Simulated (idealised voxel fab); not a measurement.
process module | voxel self aligned contacts
cross-section cut | 235 nm wide | cells 5 nm
A cross-section is a grid of square cells, given in bands from the top down. A band is one or more rows of cells.
Each band's line starts with the height of the band's top and of its bottom, in nm. Then come its materials from left to right, each with its width in nm. One material with "throughout" fills the band from edge to edge. "air" is empty space.
Height 0 is the level under which the wafer as received is all one material. The lowest band goes on downwards, as in "0 down".
A width such as "30 to 40" changes by the same amount from each row of cells to the next, from the band's top row to its bottom row.
"no change" after a step means that no cell of the cross-section changed.
closed voids: empty space of 8 cells or more with no open way to the top, each as width x height at its distance from the left edge, in nm
after a step's settings: what the simulator itself notes on the step
overlay nm, on a step with a mask: how far to the right of its planned place the mask lay; to the left if negative
plan
1 op RECEIVE | material Si
2 op CONFORMAL_DEP | material SiO2 | thk nm 5
3 op DIRECTIONAL_DEP | material polySi | thk nm 20
4 op DIRECTIONAL_DEP | material SiN | thk nm 20
5 op DIRECTIONAL_DEP | material aC | thk nm 10
6 op PATTERN | tone cover | mask id GATE | material resist | width nm 35 | pitch nm 75 | thk nm 25 | overlay nm 0
7 op DIRECTIONAL_ETCH | etch materials aC | depth nm 10
8 op STRIP | etch materials resist
9 op DIRECTIONAL_ETCH | etch materials SiN | depth nm 20
10 op DIRECTIONAL_ETCH | etch materials polySi | depth nm 20
11 op STRIP | etch materials aC
12 op CONFORMAL_DEP | material SiN | thk nm 10
13 op DIRECTIONAL_ETCH | etch materials SiN | depth nm 10
14 op FILL_DEP | material SiO2 | thk nm 20
15 op CMP | height nm 55
16 op PATTERN | tone open | mask id CONTACT | material resist | width nm 60 | pitch nm 75 | thk nm 15 | overlay nm 0
17 op DIRECTIONAL_ETCH | etch materials SiO2 | depth nm 55
18 op STRIP | etch materials resist
19 op CONFORMAL_DEP | material TiN | thk nm 5
20 op FILL_DEP | material W | thk nm 5
21 op CMP | height nm 55
22 op CONFORMAL_DEP | material SiN | thk nm 5
first wafer, as planned
as received, after step 1
  0 down: Si throughout
  closed voids: none
after step 2
  5 to 0: SiO2 throughout
  below 0: unchanged
after step 3
  25 to 5: polySi throughout
  below 5: unchanged
after step 4
  45 to 25: SiN throughout
  below 25: unchanged
after step 5
  55 to 45: aC throughout
  below 45: unchanged
after step 6
  80 to 55: air 25 | resist 35 | air 40 | resist 35 | air 40 | resist 35 | air 25
  below 55: unchanged
after step 7
  70 to 55: air 25 | resist 35 | air 40 | resist 35 | air 40 | resist 35 | air 25
  55 to 45: air 25 | aC 35 | air 40 | aC 35 | air 40 | aC 35 | air 25
  below 45: unchanged
after step 8
  55 to 45: air 25 | aC 35 | air 40 | aC 35 | air 40 | aC 35 | air 25
  below 45: unchanged
after step 9
  55 to 45: air 25 | aC 35 | air 40 | aC 35 | air 40 | aC 35 | air 25
  45 to 25: air 25 | SiN 35 | air 40 | SiN 35 | air 40 | SiN 35 | air 25
  below 25: unchanged
after step 10
  55 to 45: air 25 | aC 35 | air 40 | aC 35 | air 40 | aC 35 | air 25
  45 to 25: air 25 | SiN 35 | air 40 | SiN 35 | air 40 | SiN 35 | air 25
  25 to 5: air 25 | polySi 35 | air 40 | polySi 35 | air 40 | polySi 35 | air 25
  below 5: unchanged
after step 11
  45 to 25: air 25 | SiN 35 | air 40 | SiN 35 | air 40 | SiN 35 | air 25
  below 25: unchanged
after step 12
  55 to 25: air 15 | SiN 55 | air 20 | SiN 55 | air 20 | SiN 55 | air 15
  25 to 15: air 15 | SiN 10 | polySi 35 | SiN 10 | air 20 | SiN 10 | polySi 35 | SiN 10 | air 20 | SiN 10 | polySi 35 | SiN 10 | air 15
  15 to 5: SiN 25 | polySi 35 | SiN 40 | polySi 35 | SiN 40 | polySi 35 | SiN 25
  below 5: unchanged
after step 13
  45 to 25: air 15 | SiN 55 | air 20 | SiN 55 | air 20 | SiN 55 | air 15
  25 to 5: air 15 | SiN 10 | polySi 35 | SiN 10 | air 20 | SiN 10 | polySi 35 | SiN 10 | air 20 | SiN 10 | polySi 35 | SiN 10 | air 15
  below 5: unchanged
after step 14
  65 to 45: SiO2 throughout
  45 to 25: SiO2 15 | SiN 55 | SiO2 20 | SiN 55 | SiO2 20 | SiN 55 | SiO2 15
  25 to 5: SiO2 15 | SiN 10 | polySi 35 | SiN 10 | SiO2 20 | SiN 10 | polySi 35 | SiN 10 | SiO2 20 | SiN 10 | polySi 35 | SiN 10 | SiO2 15
  below 5: unchanged
after step 15
  55 to 45: SiO2 throughout
  below 45: unchanged
after step 16
  70 to 55: resist 50 | air 60 | resist 15 | air 60 | resist 50
  below 55: unchanged
after step 17
  70 to 55: resist 50 | air 60 | resist 15 | air 60 | resist 50
  55 to 45: SiO2 50 | air 60 | SiO2 15 | air 60 | SiO2 50
  45 to 25: SiO2 15 | SiN 55 | air 20 | SiN 55 | air 20 | SiN 55 | SiO2 15
  25 to 5: SiO2 15 | SiN 10 | polySi 35 | SiN 10 | air 20 | SiN 10 | polySi 35 | SiN 10 | air 20 | SiN 10 | polySi 35 | SiN 10 | SiO2 15
  5 to 0: SiO2 70 | air 20 | SiO2 55 | air 20 | SiO2 70
  below 0: unchanged
after step 18
  55 to 45: SiO2 50 | air 60 | SiO2 15 | air 60 | SiO2 50
  below 45: unchanged
after step 19
  60 to 55: TiN 55 | air 50 | TiN 25 | air 50 | TiN 55
  55 to 45: SiO2 50 | TiN 5 to 25 | air 50 to 10 | TiN 5 to 25 | SiO2 15 | TiN 5 to 25 | air 50 to 10 | TiN 5 to 25 | SiO2 50
  45 to 25: SiO2 15 | SiN 55 | TiN 5 | air 10 | TiN 5 | SiN 55 | TiN 5 | air 10 | TiN 5 | SiN 55 | SiO2 15
  25 to 5: SiO2 15 | SiN 10 | polySi 35 | SiN 10 | TiN 5 | air 10 | TiN 5 | SiN 10 | polySi 35 | SiN 10 | TiN 5 | air 10 | TiN 5 | SiN 10 | polySi 35 | SiN 10 | SiO2 15
  5 to 0: SiO2 70 | TiN 20 | SiO2 55 | TiN 20 | SiO2 70
  below 0: unchanged
after step 20
  65 to 60: W throughout
  60 to 55: TiN 55 | W 50 | TiN 25 | W 50 | TiN 55
  55 to 45: SiO2 50 | TiN 5 to 25 | W 50 to 10 | TiN 5 to 25 | SiO2 15 | TiN 5 to 25 | W 50 to 10 | TiN 5 to 25 | SiO2 50
  45 to 25: SiO2 15 | SiN 55 | TiN 5 | W 10 | TiN 5 | SiN 55 | TiN 5 | W 10 | TiN 5 | SiN 55 | SiO2 15
  25 to 5: SiO2 15 | SiN 10 | polySi 35 | SiN 10 | TiN 5 | W 10 | TiN 5 | SiN 10 | polySi 35 | SiN 10 | TiN 5 | W 10 | TiN 5 | SiN 10 | polySi 35 | SiN 10 | SiO2 15
  below 5: unchanged
after step 21
  55 to 45: SiO2 50 | TiN 5 to 25 | W 50 to 10 | TiN 5 to 25 | SiO2 15 | TiN 5 to 25 | W 50 to 10 | TiN 5 to 25 | SiO2 50
  below 45: unchanged
after step 22
  60 to 55: SiN throughout
  below 55: unchanged
second wafer: like start, like plan, one mistake. Through step 1 it matches the first wafer
when step 2 should have ended
  5 to 0: W throughout
  below 0: unchanged
when step 3 should have ended
  25 to 5: polySi throughout
  below 5: unchanged
when step 4 should have ended
  45 to 25: SiN throughout
  below 25: unchanged
when step 5 should have ended
  55 to 45: aC throughout
  below 45: unchanged
when step 6 should have ended
  80 to 55: air 25 | resist 35 | air 40 | resist 35 | air 40 | resist 35 | air 25
  below 55: unchanged
when step 7 should have ended
  70 to 55: air 25 | resist 35 | air 40 | resist 35 | air 40 | resist 35 | air 25
  55 to 45: air 25 | aC 35 | air 40 | aC 35 | air 40 | aC 35 | air 25
  below 45: unchanged
when step 8 should have ended
  55 to 45: air 25 | aC 35 | air 40 | aC 35 | air 40 | aC 35 | air 25
  below 45: unchanged
when step 9 should have ended
  55 to 45: air 25 | aC 35 | air 40 | aC 35 | air 40 | aC 35 | air 25
  45 to 25: air 25 | SiN 35 | air 40 | SiN 35 | air 40 | SiN 35 | air 25
  below 25: unchanged
when step 10 should have ended
  55 to 45: air 25 | aC 35 | air 40 | aC 35 | air 40 | aC 35 | air 25
  45 to 25: air 25 | SiN 35 | air 40 | SiN 35 | air 40 | SiN 35 | air 25
  25 to 5: air 25 | polySi 35 | air 40 | polySi 35 | air 40 | polySi 35 | air 25
  below 5: unchanged
when step 11 should have ended
  45 to 25: air 25 | SiN 35 | air 40 | SiN 35 | air 40 | SiN 35 | air 25
  below 25: unchanged
when step 12 should have ended
  55 to 25: air 15 | SiN 55 | air 20 | SiN 55 | air 20 | SiN 55 | air 15
  25 to 15: air 15 | SiN 10 | polySi 35 | SiN 10 | air 20 | SiN 10 | polySi 35 | SiN 10 | air 20 | SiN 10 | polySi 35 | SiN 10 | air 15
  15 to 5: SiN 25 | polySi 35 | SiN 40 | polySi 35 | SiN 40 | polySi 35 | SiN 25
  below 5: unchanged
when step 13 should have ended
  45 to 25: air 15 | SiN 55 | air 20 | SiN 55 | air 20 | SiN 55 | air 15
  25 to 5: air 15 | SiN 10 | polySi 35 | SiN 10 | air 20 | SiN 10 | polySi 35 | SiN 10 | air 20 | SiN 10 | polySi 35 | SiN 10 | air 15
  below 5: unchanged
when step 14 should have ended
  65 to 45: SiO2 throughout
  45 to 25: SiO2 15 | SiN 55 | SiO2 20 | SiN 55 | SiO2 20 | SiN 55 | SiO2 15
  25 to 5: SiO2 15 | SiN 10 | polySi 35 | SiN 10 | SiO2 20 | SiN 10 | polySi 35 | SiN 10 | SiO2 20 | SiN 10 | polySi 35 | SiN 10 | SiO2 15
  below 5: unchanged
when step 15 should have ended
  55 to 45: SiO2 throughout
  below 45: unchanged
when step 16 should have ended
  70 to 55: resist 50 | air 60 | resist 15 | air 60 | resist 50
  below 55: unchanged
when step 17 should have ended
  70 to 55: resist 50 | air 60 | resist 15 | air 60 | resist 50
  55 to 45: SiO2 50 | air 60 | SiO2 15 | air 60 | SiO2 50
  45 to 25: SiO2 15 | SiN 55 | air 20 | SiN 55 | air 20 | SiN 55 | SiO2 15
  25 to 5: SiO2 15 | SiN 10 | polySi 35 | SiN 10 | air 20 | SiN 10 | polySi 35 | SiN 10 | air 20 | SiN 10 | polySi 35 | SiN 10 | SiO2 15
  below 5: unchanged
when step 18 should have ended
  55 to 45: SiO2 50 | air 60 | SiO2 15 | air 60 | SiO2 50
  below 45: unchanged
when step 19 should have ended
  60 to 55: TiN 55 | air 50 | TiN 25 | air 50 | TiN 55
  55 to 45: SiO2 50 | TiN 5 to 25 | air 50 to 10 | TiN 5 to 25 | SiO2 15 | TiN 5 to 25 | air 50 to 10 | TiN 5 to 25 | SiO2 50
  45 to 25: SiO2 15 | SiN 55 | TiN 5 | air 10 | TiN 5 | SiN 55 | TiN 5 | air 10 | TiN 5 | SiN 55 | SiO2 15
  25 to 10: SiO2 15 | SiN 10 | polySi 35 | SiN 10 | TiN 5 | air 10 | TiN 5 | SiN 10 | polySi 35 | SiN 10 | TiN 5 | air 10 | TiN 5 | SiN 10 | polySi 35 | SiN 10 | SiO2 15
  10 to 5: SiO2 15 | SiN 10 | polySi 35 | SiN 10 | TiN 20 | SiN 10 | polySi 35 | SiN 10 | TiN 20 | SiN 10 | polySi 35 | SiN 10 | SiO2 15
  below 5: unchanged
when step 20 should have ended
  65 to 60: W throughout
  60 to 55: TiN 55 | W 50 | TiN 25 | W 50 | TiN 55
  55 to 45: SiO2 50 | TiN 5 to 25 | W 50 to 10 | TiN 5 to 25 | SiO2 15 | TiN 5 to 25 | W 50 to 10 | TiN 5 to 25 | SiO2 50
  45 to 25: SiO2 15 | SiN 55 | TiN 5 | W 10 | TiN 5 | SiN 55 | TiN 5 | W 10 | TiN 5 | SiN 55 | SiO2 15
  25 to 10: SiO2 15 | SiN 10 | polySi 35 | SiN 10 | TiN 5 | W 10 | TiN 5 | SiN 10 | polySi 35 | SiN 10 | TiN 5 | W 10 | TiN 5 | SiN 10 | polySi 35 | SiN 10 | SiO2 15
  below 10: unchanged
when step 21 should have ended
  55 to 45: SiO2 50 | TiN 5 to 25 | W 50 to 10 | TiN 5 to 25 | SiO2 15 | TiN 5 to 25 | W 50 to 10 | TiN 5 to 25 | SiO2 50
  below 45: unchanged
when step 22 should have ended
  60 to 55: SiN throughout
  below 55: unchanged
what went wrong: step 2 ran as: op CONFORMAL_DEP | material W | thk nm 5
at the end the second wafer has, in cells: 39 fewer of SiO2 | 4 fewer of TiN | 43 more of W
